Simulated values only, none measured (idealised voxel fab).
A process module follows: voxel transistor to metal.
Section shown: cut. Width: 165 nm. Cell size: 5 nm, square.
Cross-section = grid of square cells, listed top down in bands; band = one or more rows. In this notation a band is specified by the heights of its top and bottom, in that order and in nm, after which its materials appear from left to right, each paired with its width in nm. The word "everywhere" attached to a single material means that material fills the band from edge to edge; the word "empty" stands for empty space. Measure heights from 0. That's the level where, below it, the as-received wafer is all one material. The lowest band is bottomless and extends downward; write it as in "0 -> down". The notation "30..40" denotes a width that varies across the rows of cells in the band, beginning at the first number in the top row, finishing at the second number in the bottom row, and changing by an identical amount from each row to the next. It should be understood that the words "everything unchanged", when stated for a given step, signify that the cross-section underwent no change in any of its cells during that step. This entry, "Enclosed void list", enumerates those empty regions of no fewer than 8 cells that possess no open connection to the top. Each region is reported in the form width x height at distance, the distance being taken from the left edge, with all three quantities expressed in nm. It should be noted that, on the line of a given step, the content following the step's settings is a remark produced by the simulator itself with respect to that step. overlay nm: mask right of planned place by this much (step with mask). Neg. = left.

Steps in the process plan:
| 1 | op RECEIVE | material Si |
| 2 | op CONFORMAL_DEP | material SiO2 | thk nm 5 |
| 3 | op CONFORMAL_DEP | material SiN | thk nm 15 |
| 4 | op MASKED_ETCH | tone cover | mask id ACTIVE | width nm 105 | etch materials SiN | depth nm 15 | overlay nm 0 |
| 5 | op MASKED_ETCH | tone cover | mask id ACTIVE | width nm 105 | etch materials SiO2 | depth nm 5 | overlay nm 0 |
| 6 | op MASKED_ETCH | tone cover | mask id ACTIVE | width nm 105 | etch materials Si | depth nm 25 | overlay nm 0 |
| 7 | op FILL_DEP | material SiO2 | thk nm 15 |
| 8 | op CMP | height nm 20 |
| 9 | op SELECTIVE_ETCH | etch materials SiO2 | depth nm 10 |
| 10 | op STRIP | etch materials SiN |
| 11 | op SELECTIVE_ETCH | etch materials SiO2 | depth nm 5 |
| 12 | op OXIDIZE | depth nm 5 |
| 13 | op DIRECTIONAL_DEP | material polySi | thk nm 20 |
| 14 | op DIRECTIONAL_DEP | material SiCN | thk nm 15 |
| 15 | op DIRECTIONAL_DEP | material aC | thk nm 10 |
| 16 | op PATTERN | tone cover | mask id GATE | material resist | width nm 35 | thk nm 25 | overlay nm 0 |
| 17 | op DIRECTIONAL_ETCH | etch materials aC | depth nm 10 |
| 18 | op STRIP | etch materials resist |
| 19 | op DIRECTIONAL_ETCH | etch materials SiCN | depth nm 25 |
| 20 | op DIRECTIONAL_ETCH | etch materials polySi | depth nm 30 |
| 21 | op STRIP | etch materials aC |
| 22 | op CONFORMAL_DEP | material SiO2 | thk nm 5 |
| 23 | op DIRECTIONAL_ETCH | etch materials SiO2 | depth nm 5 |
| 24 | op CONFORMAL_DEP | material SiN | thk nm 10 |
| 25 | op DIRECTIONAL_ETCH | etch materials SiN | depth nm 10 |
| 26 | op DIRECTIONAL_ETCH | etch materials SiO2 | depth nm 5 |
| 27 | op DIRECTIONAL_ETCH | etch materials Si | depth nm 5 |
| 28 | op EPI | material nSi | thk nm 10 |
| 29 | op FILL_DEP | material SiO2 | thk nm 10 |
| 30 | op CMP | height nm 20 |
| 31 | op STRIP | etch materials polySi |
| 32 | op SELECTIVE_ETCH | etch materials SiO2 | depth nm 5 |
| 33 | op CONFORMAL_DEP | material HfO2 | thk nm 5 |
| 34 | op CONFORMAL_DEP | material TiN | thk nm 5 |
| 35 | op FILL_DEP | material W | thk nm 10 |
| 36 | op CMP | height nm 15 |
| 37 | op DIRECTIONAL_DEP | material SiO2 | thk nm 10 |
| 38 | op MASKED_ETCH | tone open | mask id CONTACT | width nm 15 | pitch nm 80 | etch materials SiO2 | depth nm 20 | overlay nm 0 |
| 39 | op CONFORMAL_DEP | material TiN | thk nm 5 |
| 40 | op FILL_DEP | material W | thk nm 5 |
| 41 | op CMP | height nm 25 |
| 42 | op CONFORMAL_DEP | material SiCN | thk nm 5 |
| 43 | op DIRECTIONAL_DEP | material SiO2 | thk nm 20 |
| 44 | op DIRECTIONAL_DEP | material aC | thk nm 10 |
| 45 | op PATTERN | tone open | mask id METAL_1 | material resist | width nm 15 | pitch nm 80 | thk nm 25 | overlay nm 0 |
| 46 | op DIRECTIONAL_ETCH | etch materials aC | depth nm 10 |
| 47 | op STRIP | etch materials resist |
| 48 | op DIRECTIONAL_ETCH | etch materials SiO2 | depth nm 20 |
| 49 | op DIRECTIONAL_ETCH | etch materials SiCN | depth nm 5 |
| 50 | op STRIP | etch materials aC |
| 51 | op CONFORMAL_DEP | material TiN | thk nm 5 |
| 52 | op FILL_DEP | material Cu | thk nm 10 |
| 53 | op CMP | height nm 50 |
| 54 | op CONFORMAL_DEP | material SiCN | thk nm 5 |
| 55 | op DIRECTIONAL_DEP | material lowk | thk nm 25 |
| 56 | op MASKED_ETCH | tone open | mask id METAL_2 | width nm 15 | pitch nm 80 | etch materials lowk | depth nm 15 | overlay nm 0 |
| 57 | op MASKED_ETCH | tone open | mask id METAL_2_HOLES | width nm 15 | pitch nm 80 | etch materials lowk | depth nm 10 | overlay nm 0 |
| 58 | op MASKED_ETCH | tone open | mask id METAL_2_HOLES | width nm 15 | pitch nm 80 | etch materials SiCN | depth nm 5 | overlay nm 0 |
| 59 | op CONFORMAL_DEP | material TiN | thk nm 5 |
| 60 | op FILL_DEP | material Ru | thk nm 5 |
| 61 | op CMP | height nm 80 |
| 62 | op CONFORMAL_DEP | material SiCN | thk nm 5 |

Shown in cross-section is the wafer as received, that is, as it stands after step 1:
0 -> down: Si everywhere
Enclosed void list: none

Final wafer profile in cross-section after the module, from the same start and plan as above, with one mistake made during processing:
85 -> 80: SiCN everywhere
80 -> 55: lowk: 35 / TiN: 5 / Ru: 5 / TiN: 5 / lowk: 65 / TiN: 5 / Ru: 5 / TiN: 5 / lowk: 35
55 -> 50: SiCN: 35 / TiN: 15 / SiCN: 65 / TiN: 15 / SiCN: 35
50 -> 30: SiO2: 35 / TiN: 5 / Cu: 5 / TiN: 5 / SiO2: 65 / TiN: 5 / Cu: 5 / TiN: 5 / SiO2: 35
30 -> 25: SiCN: 35 / TiN: 15 / SiCN: 65 / TiN: 15 / SiCN: 35
25 -> 15: SiO2: 35 / TiN: 5 / W: 5 / TiN: 5 / SiO2: 65 / TiN: 5 / W: 5 / TiN: 5 / SiO2: 35
15 -> 10: SiO2: 35 / TiN: 5 / W: 5 / TiN: 5 / SiN: 10 / HfO2: 5 / TiN: 5 / W: 25 / TiN: 5 / HfO2: 5 / SiN: 10 / TiN: 5 / W: 5 / TiN: 5 / SiO2: 35
10 -> 5: SiO2: 35 / TiN: 15 / SiN: 10 / HfO2: 5 / TiN: 5 / W: 25 / TiN: 5 / HfO2: 5 / SiN: 10 / TiN: 15 / SiO2: 35
5 -> 0: SiO2: 30 / SiN: 10 / nSi: 10 / SiN: 10 / HfO2: 5 / TiN: 35 / HfO2: 5 / SiN: 10 / nSi: 10 / SiN: 10 / SiO2: 30
0 -> -5: SiO2: 40 / nSi: 10 / SiO2: 10 / HfO2: 45 / SiO2: 10 / nSi: 10 / SiO2: 40
-5 -> -10: SiO2: 30 / Si: 10 / nSi: 10 / Si: 65 / nSi: 10 / Si: 10 / SiO2: 30
-10 -> -30: SiO2: 30 / Si: 105 / SiO2: 30
-30 -> down: Si everywhere
Enclosed void list: none
Plan not followed: step 6 was not run as planned; what actually ran was op MASKED_ETCH | tone cover | mask id ACTIVE | width nm 105 | etch materials Si | depth nm 30 | overlay nm 0
